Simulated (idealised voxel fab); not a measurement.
voxel ribs on slabs: a process module
This is section cut - it's 195 nm across, gridded in 5 nm square cells.
Heads up, the way a cross-section reads in here is a grid of square cells, handed over as bands from the top down, with every band being one or more rows of cells. Quick guide to a band line: top height, bottom height (nm) up front; then every material left to right with its width in nm. Only one material and it's marked "full width"? Then it fills the band edge to edge. And "blank" just means empty space. Below 0: as-received wafer, all one material; heights counted from there. Lowest band: no bottom, goes on down, written "z 0 and below". Note: "30 to 40" means the width goes from the first number (top row of the band) to the second number (bottom row) in equal steps per row of cells. Where the words "no modifications" appear for a step, the cross-section shows no cell changed by that step; every cell remained as before. For the entry "Sealed internal voids", the listed items are empty spaces with no open way to the top whose size is 8 cells or more; each item follows the pattern width x height at distance, where distance is from the left edge and all three are in nm. Note: text after step settings on the step line = simulator remark on that step. overlay nm: on a step with a mask, how far right of its planned place the mask lay; negative means left.

### Process steps foreseen in the plan
step 1: RECEIVE: material Si
step 2: DIRECTIONAL_DEP: material SiO2, thk nm 20
step 3: DIRECTIONAL_DEP: material SiN, thk nm 20
step 4: PATTERN: tone cover, mask id RIB, material resist, width nm 30, thk nm 20, overlay nm 0
step 5: DIRECTIONAL_ETCH: etch materials SiN, depth nm 10
step 6: STRIP: etch materials resist
step 7: PATTERN: tone cover, mask id SLAB, material resist, width nm 60, thk nm 15, overlay nm 0
step 8: DIRECTIONAL_ETCH: etch materials SiN, depth nm 10
step 9: STRIP: etch materials resist
step 10: FILL_DEP: material SiO2, thk nm 25
step 11: CMP: height nm 55
step 12: DIRECTIONAL_DEP: material W, thk nm 5
step 13: PATTERN: tone cover, mask id HEATER, material resist, width nm 40, thk nm 20, overlay nm 0
step 14: DIRECTIONAL_ETCH: etch materials W, depth nm 5
step 15: STRIP: etch materials resist
step 16: CONFORMAL_DEP: material SiN, thk nm 5

### Incoming wafer, cross-sectional view, post step 1
> z 0 and below  Si full width
> Sealed internal voids: none

### The cross-section shown corresponds to the wafer at the conclusion of the module. The initial structure and the process plan are those presented above; however, one mistake occurred in executing the plan
> z 65 to 60  SiN full width
> z 60 to 40  SiO2 full width
> z 40 to 30  80 SiO2 | 30 SiN | 85 SiO2
> z 30 to 20  65 SiO2 | 60 SiN | 70 SiO2
> z 20 to 0  SiO2 full width
> z 0 and below  Si full width
> Sealed internal voids: none
Finding, execution versus plan: step 12: run off-plan, actual operation and settings DIRECTIONAL_DEP: material SiO2, thk nm 5
